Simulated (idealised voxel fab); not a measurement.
Module name: voxel wiring stack (process module)
Cross-section cut spans 265 nm and uses square cells 5 nm in size.
For the purposes of this document, a cross-section shall be understood as a grid of square cells, specified as bands listed in top-to-bottom order, each band consisting of one or more rows of cells. Read a band's entry like this: the first values are the height of its top and the height of its bottom in nm, and what follows is the sequence of materials from left to right, each with its width in nm. Note that "empty" is empty space, and that a single material marked "everywhere" reaches across the band from edge to edge. All heights in this document are referenced to 0, defined as the level beneath which the wafer, as received, consists entirely of one material. The lowest band is not bounded below; it extends indefinitely downward and is written in the form "0 down". So if you see something like "30..40" for the width, read it as the top row of the band sitting at the first number and the bottom row at the second, with every row in between moving by the same amount as the last. "no modification" -> step changed no cross-section cell. The entry "Closed cavities" lists the empty spaces that cover at least 8 cells and have no open path to the top. Each is written as width x height at distance, where the distance is measured from the left edge and all three values are in nm. Step line, after settings: the simulator's comment on this step. The setting "overlay nm" may be written on the line of a step. When the step uses a mask, the value reports how far to the right of the planned place the mask lay, and a negative value reports that it lay to the left.
This section lists the process steps that were planned
1. RECEIVE, material Si
2. CONFORMAL_DEP, material SiO2, thk nm 15
3. DIRECTIONAL_DEP, material TiN, thk nm 5
4. DIRECTIONAL_DEP, material Ru, thk nm 25
5. MASKED_ETCH, tone cover, mask id METAL_1, width nm 20, pitch nm 35, etch materials Ru, depth nm 25, overlay nm 0
6. MASKED_ETCH, tone cover, mask id METAL_1, width nm 20, pitch nm 35, etch materials TiN, depth nm 5, overlay nm 0
7. CONFORMAL_DEP, material SiCN, thk nm 5
8. FILL_DEP, material lowk, thk nm 5
9. CMP, height nm 45
10. CONFORMAL_DEP, material SiCN, thk nm 5
11. DIRECTIONAL_DEP, material SiO2, thk nm 30
12. MASKED_ETCH, tone open, mask id METAL_2, width nm 20, pitch nm 35, etch materials SiO2, depth nm 15, overlay nm 0
13. DIRECTIONAL_DEP, material aC, thk nm 10
14. PATTERN, tone open, mask id METAL_2_HOLES, material resist, width nm 15, pitch nm 70, thk nm 25, overlay nm 0
15. DIRECTIONAL_ETCH, etch materials aC, depth nm 10
16. STRIP, etch materials resist
17. DIRECTIONAL_ETCH, etch materials SiO2, depth nm 15
18. DIRECTIONAL_ETCH, etch materials SiCN, depth nm 5
19. STRIP, etch materials aC
20. CONFORMAL_DEP, material TiN, thk nm 5
21. FILL_DEP, material Ru, thk nm 10
22. CMP, height nm 80
23. CONFORMAL_DEP, material SiCN, thk nm 5
24. DIRECTIONAL_DEP, material lowk, thk nm 15
25. MASKED_ETCH, tone open, mask id PLUG_2, width nm 15, pitch nm 35, etch materials lowk, depth nm 15, overlay nm 0
26. MASKED_ETCH, tone open, mask id PLUG_2, width nm 15, pitch nm 35, etch materials SiCN, depth nm 5, overlay nm 0
27. CONFORMAL_DEP, material TiN, thk nm 5
28. FILL_DEP, material Cu, thk nm 10
29. CMP, height nm 100
30. DIRECTIONAL_DEP, material TiN, thk nm 5
31. DIRECTIONAL_DEP, material W, thk nm 15
32. DIRECTIONAL_DEP, material aC, thk nm 15
33. PATTERN, tone cover, mask id METAL_3, material resist, width nm 20, pitch nm 35, thk nm 35, overlay nm 0
34. DIRECTIONAL_ETCH, etch materials aC, depth nm 15
35. STRIP, etch materials resist
36. DIRECTIONAL_ETCH, etch materials W, depth nm 15
37. DIRECTIONAL_ETCH, etch materials TiN, depth nm 5
38. STRIP, etch materials aC
39. CONFORMAL_DEP, material SiCN, thk nm 5
40. FILL_DEP, material SiO2, thk nm 10
41. CMP, height nm 120
42. CONFORMAL_DEP, material SiN, thk nm 5
Incoming wafer in cross-section (state: after step 1)
  0 down: Si everywhere
  Closed cavities: none
Cross-section taken at module completion on the first of two wafers; processed per the plan
  125 to 120: SiN everywhere
  120 to 105: 80 SiO2 / 5 SiCN / 20 W / 5 SiCN / 5 SiO2 / 5 SiCN / 20 W / 5 SiCN / 5 SiO2 / 5 SiCN / 20 W / 5 SiCN / 85 SiO2
  105 to 100: 85 SiCN / 20 TiN / 15 SiCN / 20 TiN / 15 SiCN / 20 TiN / 90 SiCN
  100 to 85: 85 lowk / 5 TiN / 5 Cu / 5 TiN / 20 lowk / 5 TiN / 5 Cu / 5 TiN / 20 lowk / 5 TiN / 5 Cu / 5 TiN / 95 lowk
  85 to 80: 85 SiCN / 15 TiN / 20 SiCN / 15 TiN / 20 SiCN / 15 TiN / 95 SiCN
  80 to 70: 85 SiO2 / 5 TiN / 10 Ru / 5 TiN / 15 SiO2 / 5 TiN / 10 Ru / 5 TiN / 15 SiO2 / 5 TiN / 10 Ru / 5 TiN / 90 SiO2
  70 to 65: 85 SiO2 / 5 TiN / 5 Ru / 10 TiN / 15 SiO2 / 20 TiN / 15 SiO2 / 5 TiN / 5 Ru / 10 TiN / 90 SiO2
  65 to 50: 85 SiO2 / 5 TiN / 5 Ru / 5 TiN / 55 SiO2 / 5 TiN / 5 Ru / 5 TiN / 95 SiO2
  50 to 45: 85 SiCN / 15 TiN / 55 SiCN / 15 TiN / 95 SiCN
  45 to 20: 80 lowk / 5 SiCN / 20 Ru / 5 SiCN / 5 lowk / 5 SiCN / 20 Ru / 5 SiCN / 5 lowk / 5 SiCN / 20 Ru / 5 SiCN / 85 lowk
  20 to 15: 85 SiCN / 20 TiN / 15 SiCN / 20 TiN / 15 SiCN / 20 TiN / 90 SiCN
  15 to 0: SiO2 everywhere
  0 down: Si everywhere
  Closed cavities: none
So this is wafer number two of the two, cut at the end of the module - it started where the first did and had the same plan, we just got one thing wrong running it
  125 to 120: SiN everywhere
  120 to 105: 80 SiO2 / 5 SiCN / 20 W / 5 SiCN / 5 SiO2 / 5 SiCN / 20 W / 5 SiCN / 5 SiO2 / 5 SiCN / 20 W / 5 SiCN / 85 SiO2
  105 to 100: 85 SiCN / 20 TiN / 15 SiCN / 20 TiN / 15 SiCN / 20 TiN / 90 SiCN
  100 to 85: 85 lowk / 5 TiN / 5 Cu / 5 TiN / 20 lowk / 5 TiN / 5 Cu / 5 TiN / 20 lowk / 5 TiN / 5 Cu / 5 TiN / 95 lowk
  85 to 80: 85 SiCN / 15 TiN / 20 SiCN / 15 TiN / 20 SiCN / 15 TiN / 95 SiCN
  80 to 55: 85 SiO2 / 5 TiN / 10 Ru / 5 TiN / 15 SiO2 / 5 TiN / 10 Ru / 5 TiN / 15 SiO2 / 5 TiN / 10 Ru / 5 TiN / 90 SiO2
  55 to 50: 85 SiO2 / 5 TiN / 5 Ru / 10 TiN / 15 SiO2 / 20 TiN / 15 SiO2 / 5 TiN / 5 Ru / 10 TiN / 90 SiO2
  50 to 45: 85 SiCN / 15 TiN / 55 SiCN / 15 TiN / 95 SiCN
  45 to 20: 80 lowk / 5 SiCN / 20 Ru / 5 SiCN / 5 lowk / 5 SiCN / 20 Ru / 5 SiCN / 5 lowk / 5 SiCN / 20 Ru / 5 SiCN / 85 lowk
  20 to 15: 85 SiCN / 20 TiN / 15 SiCN / 20 TiN / 15 SiCN / 20 TiN / 90 SiCN
  15 to 0: SiO2 everywhere
  0 down: Si everywhere
  Closed cavities: none
The plan and the run diverged here: step 12 of the plan saw execution twice
Once processing is complete, comparing cell counts shows that the second wafer has more or fewer of certain materials than the first: +12 Ru; -18 SiO2; +6 TiN
